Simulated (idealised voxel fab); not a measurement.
Process module, titled voxel wiring stack
190 nm wide, 5 nm square cells: that's cross-section cut.
Notation: cross-section as square-cell grid; stated in bands, top first, going down; one or more cell rows per band. Read a band's entry like this: the first values are the height of its top and the height of its bottom in nm, and what follows is the sequence of materials from left to right, each with its width in nm. Note that "air" is empty space, and that a single material marked "full width" reaches across the band from edge to edge. Height datum 0, below which the as-received substrate wafer is one material. Lowest band open at the bottom, running downward: "0 nm and below". A width such as "30->40" changes by the same amount from each row of cells to the next, from the band's top row to its bottom row. It should be understood that the words "no alterations made", when stated for a given step, signify that the cross-section underwent no change in any of its cells during that step. Basically, "Enclosed void catalog" tells you about the enclosed voids: empty spaces with no open way to the top, 8 cells or bigger, each written width x height at distance, where distance is from the left edge, all in nm. Whatever follows a step's settings on its line is a remark the simulator itself makes about that step. For masked steps, "overlay nm" on the step line gives how far right of plan the mask actually lay; a minus sign means it lay to the left.
**Process steps (planned)**
1 RECEIVE: material Si
2 CONFORMAL_DEP: material SiO2, thk nm 10
3 CONFORMAL_DEP: material SiCN, thk nm 5
4 DIRECTIONAL_DEP: material lowk, thk nm 20
5 DIRECTIONAL_DEP: material aC, thk nm 15
6 PATTERN: tone open, mask id METAL_1, material resist, width nm 25, pitch nm 55, thk nm 35, overlay nm 0
7 DIRECTIONAL_ETCH: etch materials aC, depth nm 15
8 STRIP: etch materials resist
9 DIRECTIONAL_ETCH: etch materials lowk, depth nm 20
10 DIRECTIONAL_ETCH: etch materials SiCN, depth nm 5
11 STRIP: etch materials aC
12 CONFORMAL_DEP: material TiN, thk nm 5
13 FILL_DEP: material Cu, thk nm 5
14 CMP: height nm 35
15 CONFORMAL_DEP: material SiCN, thk nm 5
16 DIRECTIONAL_DEP: material lowk, thk nm 10
17 DIRECTIONAL_DEP: material aC, thk nm 10
18 PATTERN: tone open, mask id PLUG_1, material resist, width nm 15, thk nm 30, overlay nm 0
19 DIRECTIONAL_ETCH: etch materials aC, depth nm 10
20 STRIP: etch materials resist
21 DIRECTIONAL_ETCH: etch materials lowk, depth nm 10
22 DIRECTIONAL_ETCH: etch materials SiCN, depth nm 5
23 STRIP: etch materials aC
24 EPI: material Ru, thk nm 10
25 EPI: material Ru, thk nm 5
26 DIRECTIONAL_DEP: material TiN, thk nm 5
27 DIRECTIONAL_DEP: material Ru, thk nm 15
28 DIRECTIONAL_DEP: material aC, thk nm 10
29 PATTERN: tone cover, mask id METAL_2, material resist, width nm 25, pitch nm 55, thk nm 30, overlay nm 0
30 DIRECTIONAL_ETCH: etch materials aC, depth nm 10
31 STRIP: etch materials resist
32 DIRECTIONAL_ETCH: etch materials Ru, depth nm 15
33 DIRECTIONAL_ETCH: etch materials TiN, depth nm 5
34 STRIP: etch materials aC
35 CONFORMAL_DEP: material SiN, thk nm 5
36 FILL_DEP: material SiO2, thk nm 10
37 CMP: height nm 70
38 CONFORMAL_DEP: material SiCN, thk nm 5
39 DIRECTIONAL_DEP: material lowk, thk nm 30
40 DIRECTIONAL_DEP: material aC, thk nm 15
41 PATTERN: tone open, mask id METAL_3, material resist, width nm 25, pitch nm 55, thk nm 35, overlay nm 0
42 DIRECTIONAL_ETCH: etch materials aC, depth nm 15
43 STRIP: etch materials resist
44 DIRECTIONAL_ETCH: etch materials lowk, depth nm 20
45 STRIP: etch materials aC
46 PATTERN: tone open, mask id METAL_3_HOLES, material resist, width nm 15, pitch nm 55, thk nm 15, overlay nm 0
47 DIRECTIONAL_ETCH: etch materials lowk, depth nm 10
48 DIRECTIONAL_ETCH: etch materials SiCN, depth nm 5
49 STRIP: etch materials resist
50 CONFORMAL_DEP: material TiN, thk nm 5
51 FILL_DEP: material Ru, thk nm 5
52 CMP: height nm 105
53 CONFORMAL_DEP: material SiCN, thk nm 5
54 DIRECTIONAL_DEP: material lowk, thk nm 25
55 MASKED_ETCH: tone open, mask id METAL_4_HOLES, width nm 15, pitch nm 55, etch materials lowk, depth nm 25, overlay nm 0
56 DIRECTIONAL_DEP: material aC, thk nm 10
57 PATTERN: tone open, mask id METAL_4, material resist, width nm 25, pitch nm 55, thk nm 30, overlay nm 0
58 DIRECTIONAL_ETCH: etch materials aC, depth nm 10
59 STRIP: etch materials resist
60 DIRECTIONAL_ETCH: etch materials lowk, depth nm 15
61 DIRECTIONAL_ETCH: etch materials SiCN, depth nm 5
62 STRIP: etch materials aC
63 CONFORMAL_DEP: material TiN, thk nm 5
64 FILL_DEP: material Cu, thk nm 10
65 CMP: height nm 135
66 CONFORMAL_DEP: material SiCN, thk nm 5
**So, the first of our two wafers, run just as we planned it**
**Wafer at receipt (post step 1), cross-section**
  0 nm and below = Si full width
  Enclosed void catalog: none
**The wafer in cross-section once step 2 is complete**
  10 nm to 0 nm = SiO2 full width
  Under the height 0 nothing was changed.
**The wafer in cross-section once step 3 is complete**
  15 nm to 10 nm = SiCN full width
  Under the height 10 nothing was changed.
**The wafer in cross-section once step 4 is complete**
  35 nm to 15 nm = lowk full width
  Under the height 15 nothing was changed.
**The wafer in cross-section once step 5 is complete**
  50 nm to 35 nm = aC full width
  Under the height 35 nothing was changed.
**The wafer in cross-section once step 6 is complete**
  85 nm to 50 nm = 55 of resist, 25 of air, 30 of resist, 25 of air, 55 of resist
  Under the height 50 nothing was changed.
**The wafer in cross-section once step 7 is complete**
  70 nm to 50 nm = 55 of resist, 25 of air, 30 of resist, 25 of air, 55 of resist
  50 nm to 35 nm = 55 of aC, 25 of air, 30 of aC, 25 of air, 55 of aC
  Under the height 35 nothing was changed.
**The wafer in cross-section once step 8 is complete**
  50 nm to 35 nm = 55 of aC, 25 of air, 30 of aC, 25 of air, 55 of aC
  Under the height 35 nothing was changed.
**The wafer in cross-section once step 9 is complete**
  50 nm to 35 nm = 55 of aC, 25 of air, 30 of aC, 25 of air, 55 of aC
  35 nm to 15 nm = 55 of lowk, 25 of air, 30 of lowk, 25 of air, 55 of lowk
  Under the height 15 nothing was changed.
**The wafer in cross-section once step 10 is complete**
  50 nm to 35 nm = 55 of aC, 25 of air, 30 of aC, 25 of air, 55 of aC
  35 nm to 15 nm = 55 of lowk, 25 of air, 30 of lowk, 25 of air, 55 of lowk
  15 nm to 10 nm = 55 of SiCN, 25 of air, 30 of SiCN, 25 of air, 55 of SiCN
  Under the height 10 nothing was changed.
**The wafer in cross-section once step 11 is complete**
  35 nm to 15 nm = 55 of lowk, 25 of air, 30 of lowk, 25 of air, 55 of lowk
  Under the height 15 nothing was changed.
**The wafer in cross-section once step 12 is complete**
  40 nm to 35 nm = 60 of TiN, 15 of air, 40 of TiN, 15 of air, 60 of TiN
  35 nm to 15 nm = 55 of lowk, 5 of TiN, 15 of air, 5 of TiN, 30 of lowk, 5 of TiN, 15 of air, 5 of TiN, 55 of lowk
  15 nm to 10 nm = 55 of SiCN, 25 of TiN, 30 of SiCN, 25 of TiN, 55 of SiCN
  Under the height 10 nothing was changed.
**The wafer in cross-section once step 13 is complete**
  45 nm to 40 nm = Cu full width
  40 nm to 35 nm = 60 of TiN, 15 of Cu, 40 of TiN, 15 of Cu, 60 of TiN
  35 nm to 15 nm = 55 of lowk, 5 of TiN, 15 of Cu, 5 of TiN, 30 of lowk, 5 of TiN, 15 of Cu, 5 of TiN, 55 of lowk
  Under the height 15 nothing was changed.
**The wafer in cross-section once step 14 is complete**
  35 nm to 15 nm = 55 of lowk, 5 of TiN, 15 of Cu, 5 of TiN, 30 of lowk, 5 of TiN, 15 of Cu, 5 of TiN, 55 of lowk
  Under the height 15 nothing was changed.
**The wafer in cross-section once step 15 is complete**
  40 nm to 35 nm = SiCN full width
  Under the height 35 nothing was changed.
**The wafer in cross-section once step 16 is complete**
  50 nm to 40 nm = lowk full width
  Under the height 40 nothing was changed.
**The wafer in cross-section once step 17 is complete**
  60 nm to 50 nm = aC full width
  Under the height 50 nothing was changed.
**The wafer in cross-section once step 18 is complete**
  90 nm to 60 nm = 55 of resist, 15 of air, 120 of resist
  Under the height 60 nothing was changed.
**The wafer in cross-section once step 19 is complete**
  80 nm to 60 nm = 55 of resist, 15 of air, 120 of resist
  60 nm to 50 nm = 55 of aC, 15 of air, 120 of aC
  Under the height 50 nothing was changed.
**The wafer in cross-section once step 20 is complete**
  60 nm to 50 nm = 55 of aC, 15 of air, 120 of aC
  Under the height 50 nothing was changed.
**The wafer in cross-section once step 21 is complete**
  60 nm to 50 nm = 55 of aC, 15 of air, 120 of aC
  50 nm to 40 nm = 55 of lowk, 15 of air, 120 of lowk
  Under the height 40 nothing was changed.
**The wafer in cross-section once step 22 is complete**
  60 nm to 50 nm = 55 of aC, 15 of air, 120 of aC
  50 nm to 40 nm = 55 of lowk, 15 of air, 120 of lowk
  40 nm to 35 nm = 55 of SiCN, 15 of air, 120 of SiCN
  Under the height 35 nothing was changed.
**The wafer in cross-section once step 23 is complete**
  50 nm to 40 nm = 55 of lowk, 15 of air, 120 of lowk
  Under the height 40 nothing was changed.
**The wafer in cross-section once step 24 is complete**
  50 nm to 45 nm = 55 of lowk, 15 of air, 120 of lowk
  45 nm to 40 nm = 55 of lowk, 15 of Ru, 120 of lowk
  40 nm to 35 nm = 55 of SiCN, 15 of Ru, 120 of SiCN
  Under the height 35 nothing was changed.
**The wafer in cross-section once step 25 is complete**
  50 nm to 40 nm = 55 of lowk, 15 of Ru, 120 of lowk
  Under the height 40 nothing was changed.
**The wafer in cross-section once step 26 is complete**
  55 nm to 50 nm = TiN full width
  Under the height 50 nothing was changed.
**The wafer in cross-section once step 27 is complete**
  70 nm to 55 nm = Ru full width
  Under the height 55 nothing was changed.
**The wafer in cross-section once step 28 is complete**
  80 nm to 70 nm = aC full width
  Under the height 70 nothing was changed.
**The wafer in cross-section once step 29 is complete**
  110 nm to 80 nm = 55 of air, 25 of resist, 30 of air, 25 of resist, 55 of air
  Under the height 80 nothing was changed.
**The wafer in cross-section once step 30 is complete**
  100 nm to 80 nm = 55 of air, 25 of resist, 30 of air, 25 of resist, 55 of air
  80 nm to 70 nm = 55 of air, 25 of aC, 30 of air, 25 of aC, 55 of air
  Under the height 70 nothing was changed.
**The wafer in cross-section once step 31 is complete**
  80 nm to 70 nm = 55 of air, 25 of aC, 30 of air, 25 of aC, 55 of air
  Under the height 70 nothing was changed.
**The wafer in cross-section once step 32 is complete**
  80 nm to 70 nm = 55 of air, 25 of aC, 30 of air, 25 of aC, 55 of air
  70 nm to 55 nm = 55 of air, 25 of Ru, 30 of air, 25 of Ru, 55 of air
  Under the height 55 nothing was changed.
**The wafer in cross-section once step 33 is complete**
  80 nm to 70 nm = 55 of air, 25 of aC, 30 of air, 25 of aC, 55 of air
  70 nm to 55 nm = 55 of air, 25 of Ru, 30 of air, 25 of Ru, 55 of air
  55 nm to 50 nm = 55 of air, 25 of TiN, 30 of air, 25 of TiN, 55 of air
  Under the height 50 nothing was changed.
**The wafer in cross-section once step 34 is complete**
  70 nm to 55 nm = 55 of air, 25 of Ru, 30 of air, 25 of Ru, 55 of air
  Under the height 55 nothing was changed.
**The wafer in cross-section once step 35 is complete**
  75 nm to 70 nm = 50 of air, 35 of SiN, 20 of air, 35 of SiN, 50 of air
  70 nm to 55 nm = 50 of air, 5 of SiN, 25 of Ru, 5 of SiN, 20 of air, 5 of SiN, 25 of Ru, 5 of SiN, 50 of air
  55 nm to 50 nm = 55 of SiN, 25 of TiN, 30 of SiN, 25 of TiN, 55 of SiN
  Under the height 50 nothing was changed.
**The wafer in cross-section once step 36 is complete**
  85 nm to 75 nm = SiO2 full width
  75 nm to 70 nm = 50 of SiO2, 35 of SiN, 20 of SiO2, 35 of SiN, 50 of SiO2
  70 nm to 55 nm = 50 of SiO2, 5 of SiN, 25 of Ru, 5 of SiN, 20 of SiO2, 5 of SiN, 25 of Ru, 5 of SiN, 50 of SiO2
  Under the height 55 nothing was changed.
**The wafer in cross-section once step 37 is complete**
  70 nm to 55 nm = 50 of SiO2, 5 of SiN, 25 of Ru, 5 of SiN, 20 of SiO2, 5 of SiN, 25 of Ru, 5 of SiN, 50 of SiO2
  Under the height 55 nothing was changed.
**The wafer in cross-section once step 38 is complete**
  75 nm to 70 nm = SiCN full width
  Under the height 70 nothing was changed.
**The wafer in cross-section once step 39 is complete**
  105 nm to 75 nm = lowk full width
  Under the height 75 nothing was changed.
**The wafer in cross-section once step 40 is complete**
  120 nm to 105 nm = aC full width
  Under the height 105 nothing was changed.
**The wafer in cross-section once step 41 is complete**
  155 nm to 120 nm = 55 of resist, 25 of air, 30 of resist, 25 of air, 55 of resist
  Under the height 120 nothing was changed.
**The wafer in cross-section once step 42 is complete**
  140 nm to 120 nm = 55 of resist, 25 of air, 30 of resist, 25 of air, 55 of resist
  120 nm to 105 nm = 55 of aC, 25 of air, 30 of aC, 25 of air, 55 of aC
  Under the height 105 nothing was changed.
**The wafer in cross-section once step 43 is complete**
  120 nm to 105 nm = 55 of aC, 25 of air, 30 of aC, 25 of air, 55 of aC
  Under the height 105 nothing was changed.
**The wafer in cross-section once step 44 is complete**
  120 nm to 105 nm = 55 of aC, 25 of air, 30 of aC, 25 of air, 55 of aC
  105 nm to 85 nm = 55 of lowk, 25 of air, 30 of lowk, 25 of air, 55 of lowk
  Under the height 85 nothing was changed.
**The wafer in cross-section once step 45 is complete**
  105 nm to 85 nm = 55 of lowk, 25 of air, 30 of lowk, 25 of air, 55 of lowk
  Under the height 85 nothing was changed.
**The wafer in cross-section once step 46 is complete**
  120 nm to 105 nm = 55 of resist, 15 of air, 40 of resist, 15 of air, 65 of resist
  105 nm to 85 nm = 55 of lowk, 15 of air, 10 of resist, 30 of lowk, 15 of air, 10 of resist, 55 of lowk
  Under the height 85 nothing was changed.
**The wafer in cross-section once step 47 is complete**
  120 nm to 105 nm = 55 of resist, 15 of air, 40 of resist, 15 of air, 65 of resist
  105 nm to 85 nm = 55 of lowk, 15 of air, 10 of resist, 30 of lowk, 15 of air, 10 of resist, 55 of lowk
  85 nm to 75 nm = 55 of lowk, 15 of air, 40 of lowk, 15 of air, 65 of lowk
  Under the height 75 nothing was changed.
**The wafer in cross-section once step 48 is complete**
  120 nm to 105 nm = 55 of resist, 15 of air, 40 of resist, 15 of air, 65 of resist
  105 nm to 85 nm = 55 of lowk, 15 of air, 10 of resist, 30 of lowk, 15 of air, 10 of resist, 55 of lowk
  85 nm to 75 nm = 55 of lowk, 15 of air, 40 of lowk, 15 of air, 65 of lowk
  75 nm to 70 nm = 55 of SiCN, 15 of air, 40 of SiCN, 15 of air, 65 of SiCN
  Under the height 70 nothing was changed.
**The wafer in cross-section once step 49 is complete**
  105 nm to 85 nm = 55 of lowk, 25 of air, 30 of lowk, 25 of air, 55 of lowk
  Under the height 85 nothing was changed.
**The wafer in cross-section once step 50 is complete**
  110 nm to 105 nm = 60 of TiN, 15 of air, 40 of TiN, 15 of air, 60 of TiN
  105 nm to 90 nm = 55 of lowk, 5 of TiN, 15 of air, 5 of TiN, 30 of lowk, 5 of TiN, 15 of air, 5 of TiN, 55 of lowk
  90 nm to 85 nm = 55 of lowk, 5 of TiN, 5 of air, 15 of TiN, 30 of lowk, 5 of TiN, 5 of air, 15 of TiN, 55 of lowk
  85 nm to 75 nm = 55 of lowk, 5 of TiN, 5 of air, 5 of TiN, 40 of lowk, 5 of TiN, 5 of air, 5 of TiN, 65 of lowk
  75 nm to 70 nm = 55 of SiCN, 15 of TiN, 40 of SiCN, 15 of TiN, 65 of SiCN
  Under the height 70 nothing was changed.
**The wafer in cross-section once step 51 is complete**
  115 nm to 110 nm = Ru full width
  110 nm to 105 nm = 60 of TiN, 15 of Ru, 40 of TiN, 15 of Ru, 60 of TiN
  105 nm to 90 nm = 55 of lowk, 5 of TiN, 15 of Ru, 5 of TiN, 30 of lowk, 5 of TiN, 15 of Ru, 5 of TiN, 55 of lowk
  90 nm to 85 nm = 55 of lowk, 5 of TiN, 5 of Ru, 15 of TiN, 30 of lowk, 5 of TiN, 5 of Ru, 15 of TiN, 55 of lowk
  85 nm to 75 nm = 55 of lowk, 5 of TiN, 5 of Ru, 5 of TiN, 40 of lowk, 5 of TiN, 5 of Ru, 5 of TiN, 65 of lowk
  Under the height 75 nothing was changed.
**The wafer in cross-section once step 52 is complete**
  105 nm to 90 nm = 55 of lowk, 5 of TiN, 15 of Ru, 5 of TiN, 30 of lowk, 5 of TiN, 15 of Ru, 5 of TiN, 55 of lowk
  Under the height 90 nothing was changed.
**The wafer in cross-section once step 53 is complete**
  110 nm to 105 nm = SiCN full width
  Under the height 105 nothing was changed.
**The wafer in cross-section once step 54 is complete**
  135 nm to 110 nm = lowk full width
  Under the height 110 nothing was changed.
**The wafer in cross-section once step 55 is complete**
  135 nm to 110 nm = 55 of lowk, 15 of air, 40 of lowk, 15 of air, 65 of lowk
  Under the height 110 nothing was changed.
**The wafer in cross-section once step 56 is complete**
  145 nm to 135 nm = 55 of aC, 15 of air, 40 of aC, 15 of air, 65 of aC
  135 nm to 120 nm = 55 of lowk, 15 of air, 40 of lowk, 15 of air, 65 of lowk
  120 nm to 110 nm = 55 of lowk, 15 of aC, 40 of lowk, 15 of aC, 65 of lowk
  Under the height 110 nothing was changed.
**The wafer in cross-section once step 57 is complete**
  175 nm to 145 nm = 55 of resist, 25 of air, 30 of resist, 25 of air, 55 of resist
  Under the height 145 nothing was changed.
**The wafer in cross-section once step 58 is complete**
  165 nm to 145 nm = 55 of resist, 25 of air, 30 of resist, 25 of air, 55 of resist
  145 nm to 135 nm = 55 of aC, 25 of air, 30 of aC, 25 of air, 55 of aC
  135 nm to 110 nm = 55 of lowk, 15 of air, 40 of lowk, 15 of air, 65 of lowk
  Under the height 110 nothing was changed.
**The wafer in cross-section once step 59 is complete**
  145 nm to 135 nm = 55 of aC, 25 of air, 30 of aC, 25 of air, 55 of aC
  Under the height 135 nothing was changed.
**The wafer in cross-section once step 60 is complete**
  145 nm to 135 nm = 55 of aC, 25 of air, 30 of aC, 25 of air, 55 of aC
  135 nm to 120 nm = 55 of lowk, 25 of air, 30 of lowk, 25 of air, 55 of lowk
  Under the height 120 nothing was changed.
**The wafer in cross-section once step 61 is complete**
  145 nm to 135 nm = 55 of aC, 25 of air, 30 of aC, 25 of air, 55 of aC
  135 nm to 120 nm = 55 of lowk, 25 of air, 30 of lowk, 25 of air, 55 of lowk
  120 nm to 110 nm = 55 of lowk, 15 of air, 40 of lowk, 15 of air, 65 of lowk
  110 nm to 105 nm = 55 of SiCN, 15 of air, 40 of SiCN, 15 of air, 65 of SiCN
  Under the height 105 nothing was changed.
**The wafer in cross-section once step 62 is complete**
  135 nm to 120 nm = 55 of lowk, 25 of air, 30 of lowk, 25 of air, 55 of lowk
  Under the height 120 nothing was changed.
**The wafer in cross-section once step 63 is complete**
  140 nm to 135 nm = 60 of TiN, 15 of air, 40 of TiN, 15 of air, 60 of TiN
  135 nm to 125 nm = 55 of lowk, 5 of TiN, 15 of air, 5 of TiN, 30 of lowk, 5 of TiN, 15 of air, 5 of TiN, 55 of lowk
  125 nm to 120 nm = 55 of lowk, 5 of TiN, 5 of air, 15 of TiN, 30 of lowk, 5 of TiN, 5 of air, 15 of TiN, 55 of lowk
  120 nm to 110 nm = 55 of lowk, 5 of TiN, 5 of air, 5 of TiN, 40 of lowk, 5 of TiN, 5 of air, 5 of TiN, 65 of lowk
  110 nm to 105 nm = 55 of SiCN, 15 of TiN, 40 of SiCN, 15 of TiN, 65 of SiCN
  Under the height 105 nothing was changed.
**The wafer in cross-section once step 64 is complete**
  150 nm to 140 nm = Cu full width
  140 nm to 135 nm = 60 of TiN, 15 of Cu, 40 of TiN, 15 of Cu, 60 of TiN
  135 nm to 125 nm = 55 of lowk, 5 of TiN, 15 of Cu, 5 of TiN, 30 of lowk, 5 of TiN, 15 of Cu, 5 of TiN, 55 of lowk
  125 nm to 120 nm = 55 of lowk, 5 of TiN, 5 of Cu, 15 of TiN, 30 of lowk, 5 of TiN, 5 of Cu, 15 of TiN, 55 of lowk
  120 nm to 110 nm = 55 of lowk, 5 of TiN, 5 of Cu, 5 of TiN, 40 of lowk, 5 of TiN, 5 of Cu, 5 of TiN, 65 of lowk
  Under the height 110 nothing was changed.
**The wafer in cross-section once step 65 is complete**
  135 nm to 125 nm = 55 of lowk, 5 of TiN, 15 of Cu, 5 of TiN, 30 of lowk, 5 of TiN, 15 of Cu, 5 of TiN, 55 of lowk
  Under the height 125 nothing was changed.
**The wafer in cross-section once step 66 is complete**
  140 nm to 135 nm = SiCN full width
  Under the height 135 nothing was changed.
**Second wafer - shared start and plan with the first - one error in running - same as the first up to step 62 inclusive**
**Cross-sectional view of the second wafer at the intended end time of process step 63**
  140 nm to 135 nm = 60 of SiN, 15 of air, 40 of SiN, 15 of air, 60 of SiN
  135 nm to 125 nm = 55 of lowk, 5 of SiN, 15 of air, 5 of SiN, 30 of lowk, 5 of SiN, 15 of air, 5 of SiN, 55 of lowk
  125 nm to 120 nm = 55 of lowk, 5 of SiN, 5 of air, 15 of SiN, 30 of lowk, 5 of SiN, 5 of air, 15 of SiN, 55 of lowk
  120 nm to 110 nm = 55 of lowk, 5 of SiN, 5 of air, 5 of SiN, 40 of lowk, 5 of SiN, 5 of air, 5 of SiN, 65 of lowk
  110 nm to 105 nm = 55 of SiCN, 15 of SiN, 40 of SiCN, 15 of SiN, 65 of SiCN
  Under the height 105 nothing was changed.
**Cross-sectional view of the second wafer at the intended end time of process step 64**
  150 nm to 140 nm = Cu full width
  140 nm to 135 nm = 60 of SiN, 15 of Cu, 40 of SiN, 15 of Cu, 60 of SiN
  135 nm to 125 nm = 55 of lowk, 5 of SiN, 15 of Cu, 5 of SiN, 30 of lowk, 5 of SiN, 15 of Cu, 5 of SiN, 55 of lowk
  125 nm to 120 nm = 55 of lowk, 5 of SiN, 5 of Cu, 15 of SiN, 30 of lowk, 5 of SiN, 5 of Cu, 15 of SiN, 55 of lowk
  120 nm to 110 nm = 55 of lowk, 5 of SiN, 5 of Cu, 5 of SiN, 40 of lowk, 5 of SiN, 5 of Cu, 5 of SiN, 65 of lowk
  Under the height 110 nothing was changed.
**Cross-sectional view of the second wafer at the intended end time of process step 65**
  135 nm to 125 nm = 55 of lowk, 5 of SiN, 15 of Cu, 5 of SiN, 30 of lowk, 5 of SiN, 15 of Cu, 5 of SiN, 55 of lowk
  Under the height 125 nothing was changed.
**Cross-sectional view of the second wafer at the intended end time of process step 66**
  140 nm to 135 nm = SiCN full width
  Under the height 135 nothing was changed.
Processing error: in deviation from the planned setting, step 63 was conducted as CONFORMAL_DEP: material SiN, thk nm 5
It is noted that, at the conclusion of processing, the second wafer exhibits a higher or lower cell count for certain materials relative to the first: +30 SiN, -30 TiN
